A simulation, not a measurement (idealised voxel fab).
Proc. module: voxel capacitor over wiring
It is cross-section cut that appears here, measuring 255 nm in width, its square cells being 5 nm in size.
Cross-section, as written here: a square-cell grid given band by band from the top down, where a band holds one or more rows of cells. Band: top and bottom heights (nm) first, top before bottom; then materials from left to right, widths in nm. "throughout" marks a sole material filling the band edge to edge. "empty" denotes empty space. Height is counted from the level 0, under which the received wafer is composed throughout of one material. The lowest of the bands is not closed at the bottom but continues downward, in the notation "z 0 and below". Per-row width for "30->40": begins at first number (top row of band), ends at second number (bottom row), increment between rows held constant. A step reported as "same as before" is a step in which no cell of the cross-section changed. Empty spaces counting at least 8 cells and having no open way to the top are listed in "closed voids". The notation width x height at distance is used for each, the distance being from the left edge and all three values in nm. If you see something after the settings on a step's line, that's the simulator's own remark about that step. overlay nm: mask right of planned place by this much (step with mask). Neg. = left.
So here's the lineup of process steps we planned:
step 1: RECEIVE (material Si)
step 2: CONFORMAL_DEP (material SiO2; thk nm 10)
step 3: DIRECTIONAL_DEP (material TiN; thk nm 5)
step 4: DIRECTIONAL_DEP (material W; thk nm 25)
step 5: MASKED_ETCH (tone cover; mask id METAL_1; width nm 25; pitch nm 80; etch materials W; depth nm 25; overlay nm 0)
step 6: MASKED_ETCH (tone cover; mask id METAL_1; width nm 25; pitch nm 80; etch materials TiN; depth nm 5; overlay nm 0)
step 7: CONFORMAL_DEP (material SiCN; thk nm 5)
step 8: FILL_DEP (material lowk; thk nm 10)
step 9: CMP (height nm 40)
step 10: CONFORMAL_DEP (material SiCN; thk nm 5)
step 11: DIRECTIONAL_DEP (material lowk; thk nm 15)
step 12: PATTERN (tone open; mask id PLUG_1; material resist; width nm 15; thk nm 20; overlay nm 0)
step 13: DIRECTIONAL_ETCH (etch materials lowk; depth nm 15)
step 14: DIRECTIONAL_ETCH (etch materials SiCN; depth nm 5)
step 15: STRIP (etch materials resist)
step 16: CONFORMAL_DEP (material TiN; thk nm 5)
step 17: FILL_DEP (material Cu; thk nm 10)
step 18: CMP (height nm 60)
step 19: DIRECTIONAL_DEP (material TiN; thk nm 5)
step 20: DIRECTIONAL_DEP (material HfO2; thk nm 5)
step 21: DIRECTIONAL_DEP (material TiN; thk nm 5)
step 22: MASKED_ETCH (tone cover; mask id UPPER_PLATE; width nm 60; etch materials TiN; depth nm 5; overlay nm 0)
step 23: MASKED_ETCH (tone cover; mask id UPPER_PLATE; width nm 60; etch materials HfO2; depth nm 5; overlay nm 0)
step 24: MASKED_ETCH (tone cover; mask id LOWER_PLATE; width nm 70; etch materials TiN; depth nm 5; overlay nm 0)
step 25: FILL_DEP (material SiO2; thk nm 15)
step 26: CMP (height nm 85)
step 27: MASKED_ETCH (tone open; mask id PLUG_2; width nm 15; etch materials SiO2; depth nm 10; overlay nm 0)
step 28: CONFORMAL_DEP (material TiN; thk nm 5)
step 29: FILL_DEP (material W; thk nm 10)
step 30: CMP (height nm 85)
step 31: CONFORMAL_DEP (material SiCN; thk nm 5)
It is noted that the wafers described herein are identical at the outset and are distinguished by the thk nm of step 7; the value stated in the plan corresponds to the first wafer.
Cross-section of the first of several wafers on receipt, reflecting completion of step 1:
> z 0 and below: Si throughout
> closed voids: none
The figure below presents a cross-section of the first of several wafers at the conclusion of the module, following its last step, step 31:
> z 90 to 85: SiCN throughout
> z 85 to 80: SiO2: 95 | TiN: 5 | W: 5 | TiN: 5 | SiO2: 145
> z 80 to 70: SiO2: 95->85 | TiN: 15->60 | SiO2: 145->110
> z 70 to 65: SiO2: 85 | HfO2: 60 | SiO2: 110
> z 65 to 60: SiO2: 80 | TiN: 70 | SiO2: 105
> z 60 to 45: lowk: 85 | TiN: 5 | Cu: 5 | TiN: 5 | lowk: 155
> z 45 to 40: SiCN: 85 | TiN: 15 | SiCN: 155
> z 40 to 15: lowk: 70 | SiCN: 5 | W: 25 | SiCN: 5 | lowk: 45 | SiCN: 5 | W: 25 | SiCN: 5 | lowk: 70
> z 15 to 10: SiCN: 75 | TiN: 25 | SiCN: 55 | TiN: 25 | SiCN: 75
> z 10 to 0: SiO2 throughout
> z 0 and below: Si throughout
> closed voids: none
A cross-section through the last wafer at the close of the module:
> z 90 to 85: SiCN throughout
> z 85 to 80: SiO2: 95 | TiN: 5 | W: 5 | TiN: 5 | SiO2: 145
> z 80 to 70: SiO2: 95->85 | TiN: 15->60 | SiO2: 145->110
> z 70 to 65: SiO2: 85 | HfO2: 60 | SiO2: 110
> z 65 to 60: SiO2: 80 | TiN: 70 | SiO2: 105
> z 60 to 45: lowk: 85 | TiN: 5 | Cu: 5 | TiN: 5 | lowk: 155
> z 45 to 40: SiCN: 85 | TiN: 15 | SiCN: 155
> z 40 to 30: lowk: 55 | SiCN: 20 | W: 25 | SiCN: 20 | lowk: 15 | SiCN: 20 | W: 25 | SiCN: 20 | lowk: 55
> z 30 to 15: SiCN: 75 | W: 25 | SiCN: 55 | W: 25 | SiCN: 75
> z 15 to 10: SiCN: 75 | TiN: 25 | SiCN: 55 | TiN: 25 | SiCN: 75
> z 10 to 0: SiO2 throughout
> z 0 and below: Si throughout
> closed voids: none
Table: wafers, a row each; end-of-module cell change per material since receipt, gain (+), loss (-); then closed voids:
thk nm 5, +3 Cu, +12 HfO2, +160 SiCN, +313 SiO2, +50 TiN, +51 W, +329 lowk, closed voids: none
thk nm 10, +3 Cu, +12 HfO2, +213 SiCN, +313 SiO2, +50 TiN, +51 W, +276 lowk, closed voids: none
thk nm 15, +3 Cu, +12 HfO2, +258 SiCN, +313 SiO2, +50 TiN, +51 W, +231 lowk, closed voids: none
thk nm 20, +3 Cu, +12 HfO2, +295 SiCN, +313 SiO2, +50 TiN, +51 W, +194 lowk, closed voids: none
